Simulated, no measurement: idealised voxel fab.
A process module follows: voxel spacer lines.
255 nm wide, 5 nm square cells: that's cross-section cut.
Cross-sections here: square-cell grids, written as top-down lists of bands, a band being one or more rows of cells. It is stipulated that each band's entry specify, in nanometres, the height of the top of the band and then that of its bottom, followed by the materials of the band in left-to-right sequence, each together with its width in nanometres. A single material marked by the word "all across" is understood to fill the band from edge to edge; the word "empty" is understood to denote empty space. Where do heights start? At 0: under that level the wafer as delivered is made of one material only. And the lowest band has no floor; it just carries on downward, as in "0 down". It should be noted that a width expressed as "30->40" varies in equal increments from row to row of cells within the band, taking the value of the first number at the top row and that of the second number at the bottom row. When a step is marked "nothing different", none of the cells in the cross-section changed during that step. Each empty space that has no open way to the top and spans at least 8 cells appears under "Cavities, sealed" as width x height at distance, the distance counted from the left edge, all in nm. Anything after a step's settings on that line? It's the simulator's own note about the step. What "overlay nm" on a step's line means: if the step has a mask, that mask lay this far to the right of its planned place, or, when the value is negative, to the left.
-- Planned step list for the process
step 1: RECEIVE, material Si
step 2: CONFORMAL_DEP, material Al2O3, thk nm 5
step 3: DIRECTIONAL_DEP, material SiN, thk nm 10
step 4: DIRECTIONAL_DEP, material aC, thk nm 25
step 5: PATTERN, tone cover, mask id MANDREL, material resist, width nm 15, pitch nm 60, thk nm 35, overlay nm 0
step 6: DIRECTIONAL_ETCH, etch materials aC, depth nm 25
step 7: STRIP, etch materials resist
step 8: CONFORMAL_DEP, material SiO2, thk nm 10
step 9: DIRECTIONAL_ETCH, etch materials SiO2, depth nm 10
step 10: STRIP, etch materials aC
step 11: DIRECTIONAL_ETCH, etch materials SiN, depth nm 10
step 12: STRIP, etch materials SiO2
step 13: FILL_DEP, material SiO2, thk nm 10
step 14: CMP, height nm 15
Wafer-to-wafer difference: width nm, step 5. Common start. Plan = first wafer's value.
-- first wafer as received, after step 1
- 0 down  Si all across
- Cavities, sealed: none
-- Here is how to read the rows: every wafer has a row, and it shows the wafer at the end of the module, giving for each material how many cells were gained (+) or lost (-) since the wafer was received, then listing its closed voids
width nm 15 | +51 Al2O3 | +24 SiN | +78 SiO2 | Cavities, sealed: none
width nm 20 | +51 Al2O3 | +24 SiN | +78 SiO2 | Cavities, sealed: none
width nm 25 | +51 Al2O3 | +24 SiN | +78 SiO2 | Cavities, sealed: none
width nm 30 | +51 Al2O3 | +24 SiN | +78 SiO2 | Cavities, sealed: none
width nm 35 | +51 Al2O3 | +24 SiN | +78 SiO2 | Cavities, sealed: none
